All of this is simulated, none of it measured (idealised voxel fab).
process module | voxel capacitor over wiring
cross-section cut | 175 nm wide | cells 5 nm
A cross-section is a grid of square cells, given in bands from the top down. A band is one or more rows of cells.
Each band's line starts with the height of the band's top and of its bottom, in nm. Then come its materials from left to right, each with its width in nm. One material with "throughout" fills the band from edge to edge. "air" is empty space.
Height 0 is the level under which the wafer as received is all one material. The lowest band goes on downwards, as in "0 down".
A width such as "30 to 40" changes by the same amount from each row of cells to the next, from the band's top row to its bottom row.
"no change" after a step means that no cell of the cross-section changed.
closed voids: empty space of 8 cells or more with no open way to the top, each as width x height at its distance from the left edge, in nm
after a step's settings: what the simulator itself notes on the step
overlay nm, on a step with a mask: how far to the right of its planned place the mask lay; to the left if negative
plan
1 op RECEIVE | material Si
2 op CONFORMAL_DEP | material SiO2 | thk nm 10
3 op DIRECTIONAL_DEP | material TiN | thk nm 5
4 op DIRECTIONAL_DEP | material W | thk nm 20
5 op DIRECTIONAL_DEP | material aC | thk nm 10
6 op PATTERN | tone cover | mask id METAL_1 | material resist | width nm 30 | pitch nm 80 | thk nm 25 | overlay nm 0
7 op DIRECTIONAL_ETCH | etch materials aC | depth nm 10
8 op STRIP | etch materials resist
9 op DIRECTIONAL_ETCH | etch materials W | depth nm 20
10 op DIRECTIONAL_ETCH | etch materials TiN | depth nm 5
11 op STRIP | etch materials aC
12 op CONFORMAL_DEP | material SiCN | thk nm 5
13 op FILL_DEP | material lowk | thk nm 10
14 op CMP | height nm 35
15 op CONFORMAL_DEP | material SiCN | thk nm 5
16 op DIRECTIONAL_DEP | material lowk | thk nm 10
17 op PATTERN | tone open | mask id PLUG_1 | material resist | width nm 15 | thk nm 15 | overlay nm 0
18 op DIRECTIONAL_ETCH | etch materials lowk | depth nm 10
19 op DIRECTIONAL_ETCH | etch materials SiCN | depth nm 5
20 op STRIP | etch materials resist
21 op EPI | material Ru | thk nm 10
22 op EPI | material Ru | thk nm 5
23 op DIRECTIONAL_DEP | material TiN | thk nm 10
24 op DIRECTIONAL_DEP | material SiN | thk nm 5
25 op DIRECTIONAL_DEP | material TiN | thk nm 10
26 op PATTERN | tone cover | mask id UPPER_PLATE | material resist | width nm 55 | thk nm 15 | overlay nm 0
27 op DIRECTIONAL_ETCH | etch materials TiN | depth nm 10
28 op DIRECTIONAL_ETCH | etch materials SiN | depth nm 5
29 op STRIP | etch materials resist
30 op MASKED_ETCH | tone cover | mask id LOWER_PLATE | width nm 65 | etch materials TiN | depth nm 10 | overlay nm 0
31 op FILL_DEP | material SiO2 | thk nm 20
32 op CMP | height nm 90
33 op PATTERN | tone open | mask id PLUG_2 | material resist | width nm 15 | thk nm 15 | overlay nm 0
34 op DIRECTIONAL_ETCH | etch materials SiO2 | depth nm 15
35 op STRIP | etch materials resist
36 op CONFORMAL_DEP | material TiN | thk nm 5
37 op FILL_DEP | material Ru | thk nm 10
38 op CMP | height nm 90
39 op CONFORMAL_DEP | material SiCN | thk nm 5
as received, after step 1
  0 down: Si throughout
  closed voids: none
a wafer at the end: this start, this plan, one mistake
  95 to 90: SiCN throughout
  90 to 80: SiO2 55 | TiN 5 | Ru 5 | TiN 5 | SiO2 105
  80 to 75: SiO2 55 | TiN 15 | SiO2 105
  75 to 65: SiO2 45 | TiN 55 | SiO2 75
  65 to 60: SiO2 45 | SiN 55 | SiO2 75
  60 to 50: SiO2 40 | TiN 65 | SiO2 70
  50 to 40: lowk 45 | Ru 15 | lowk 115
  40 to 35: SiCN 45 | Ru 15 | SiCN 115
  35 to 30: SiCN 30 | TiN 30 | SiCN 50 | TiN 30 | SiCN 35
  30 to 10: W throughout
  10 to 0: SiO2 throughout
  0 down: Si throughout
  closed voids: none
what went wrong: steps 3 and 4 were swapped
